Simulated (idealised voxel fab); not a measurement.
Documented hereafter: the process module known as voxel air gaps.
230 nm wide, 5 nm square cells: that's cross-section cut.
A cross-section is a grid of square cells, given in bands from the top down. A band is one or more rows of cells. The band entry comprises the height of the band's top followed by the height of its bottom, expressed in nm, and subsequently the band's materials from left to right, each stated together with its width in nm. Where a single material is marked with the word "all across", that material fills the band from edge to edge. The word "air" represents empty space. Heights are measured from 0, the level below which the as-received wafer is all one material; the lowest band has no bottom and continues downward, written as in "0..down". A width given as "30->40" starts at the first number in the band's top row and ends at the second number in its bottom row, shifting by an equal amount at every step from row to row. "no alteration", as given for a step, is the statement that not any cell of the cross-section underwent a change during that step. Any empty space of 8 cells or more lacking an open way to the top shows up in "Voids, enclosed" as width x height at distance, distance from the left edge, in nm. If you see something after the settings on a step's line, that's the simulator's own remark about that step. When a step includes a mask, the "overlay nm" setting on its line states how far to the right of its planned place that mask lay, and negative values state how far to the left.
**So here's the lineup of process steps we planned**
1,RECEIVE [material Si]
2,CONFORMAL_DEP [material SiO2] [thk nm 10]
3,CONFORMAL_DEP [material SiCN] [thk nm 5]
4,DIRECTIONAL_DEP [material SiO2] [thk nm 35]
5,PATTERN [tone open] [mask id LINES] [material resist] [width nm 15] [pitch nm 40] [thk nm 20] [overlay nm 0]
6,DIRECTIONAL_ETCH [etch materials SiO2] [depth nm 35]
7,STRIP [etch materials resist]
8,CONFORMAL_DEP [material TiN] [thk nm 5]
9,FILL_DEP [material W] [thk nm 5]
10,CMP [height nm 50]
11,EPI [material Ru] [thk nm 10]
12,SELECTIVE_ETCH [etch materials SiO2] [depth nm 45]
13,CONFORMAL_DEP [material SiCN] [thk nm 5]
**As-received wafer cross-section (after step 1)**
0..down: Si all across
Voids, enclosed: none
**Wafer cross-section at module end: first of two, run to plan**
65..60: air=50, SiCN=125, air=55
60..50: air=50, SiCN=5, Ru=35, SiCN=5, Ru=35, SiCN=5, Ru=35, SiCN=5, air=55
50..45: air=50, SiCN=15, TiN=5, W=5, TiN=5, SiCN=25, TiN=5, W=5, TiN=5, SiCN=25, TiN=5, W=5, TiN=5, SiCN=15, air=55
45..20: air=60, SiCN=5, TiN=5, W=5, TiN=5, SiCN=5, air=15, SiCN=5, TiN=5, W=5, TiN=5, SiCN=5, air=15, SiCN=5, TiN=5, W=5, TiN=5, SiCN=5, air=65
20..15: SiCN=65, TiN=15, SiCN=25, TiN=15, SiCN=25, TiN=15, SiCN=70
15..10: SiCN all across
10..0: SiO2 all across
0..down: Si all across
Voids, enclosed: 15 x 25 at 85; 15 x 25 at 125
**The second wafer, shown in cross-section after the module: started the same way as the first and given the same plan, yet one mistake crept into how it was run**
60..50: air=55, Ru=35, air=5, Ru=35, air=5, Ru=35, air=60
50..20: air=65, TiN=5, W=5, TiN=5, air=25, TiN=5, W=5, TiN=5, air=25, TiN=5, W=5, TiN=5, air=70
20..15: air=65, TiN=15, air=25, TiN=15, air=25, TiN=15, air=70
15..10: SiCN all across
10..0: SiO2 all across
0..down: Si all across
Voids, enclosed: none
Finding, execution versus plan: step 13 of the plan was omitted and not executed
Count the cells at the end and the second wafer has more or fewer of some materials than the first: SiCN -116
The final tally of closed voids stands at 2 on the first wafer and 0 on the second.
